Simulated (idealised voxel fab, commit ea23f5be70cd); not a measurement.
process module | voxel released beams
cross-section cut | 265 nm wide | cells 5 nm
A cross-section is a grid of square cells, given in bands from the top down. A band is one or more rows of cells.
Each band's line starts with the height of the band's top and of its bottom, in nm. Then come its materials from left to right, each with its width in nm. One material with "throughout" fills the band from edge to edge. "air" is empty space.
Height 0 is the level under which the wafer as received is all one material. The lowest band goes on downwards, as in "0 down".
A width such as "30 to 40" changes by the same amount from each row of cells to the next, from the band's top row to its bottom row.
"no change" after a step means that no cell of the cross-section changed.
closed voids: empty space of 8 cells or more with no open way to the top, each as width x height at its distance from the left edge, in nm
after a step's settings: what the simulator itself notes on the step
overlay nm, on a step with a mask: how far to the right of its planned place the mask lay; to the left if negative
plan
1 op RECEIVE | material Si
2 op CONFORMAL_DEP | material SiN | thk nm 5
3 op DIRECTIONAL_DEP | material SiO2 | thk nm 20
4 op DIRECTIONAL_DEP | material aC | thk nm 10
5 op PATTERN | tone open | mask id ANCHOR | material resist | width nm 25 | thk nm 25 | overlay nm 0
6 op DIRECTIONAL_ETCH | etch materials aC | depth nm 10
7 op STRIP | etch materials resist
8 op DIRECTIONAL_ETCH | etch materials SiO2 | depth nm 20
9 op STRIP | etch materials aC
10 op CONFORMAL_DEP | material W | thk nm 10
11 op MASKED_ETCH | tone cover | mask id BEAM | width nm 95 | etch materials W | depth nm 10 | overlay nm 0
12 op STRIP | etch materials SiO2
as received, after step 1
  0 down: Si throughout
  closed voids: none
a wafer at the end: this start, this plan, one mistake
  35 to 25: air 80 | W 40 | air 145
  25 to 15: air 75 | W 10 | SiO2 25 | W 10 | air 145
  15 to 5: air 75 | W 10 | SiO2 25 | W 65 | air 90
  5 to 0: SiN throughout
  0 down: Si throughout
  closed voids: none
what went wrong: step 5 ran as: op PATTERN | tone cover | mask id ANCHOR | material resist | width nm 25 | thk nm 25 | overlay nm 0
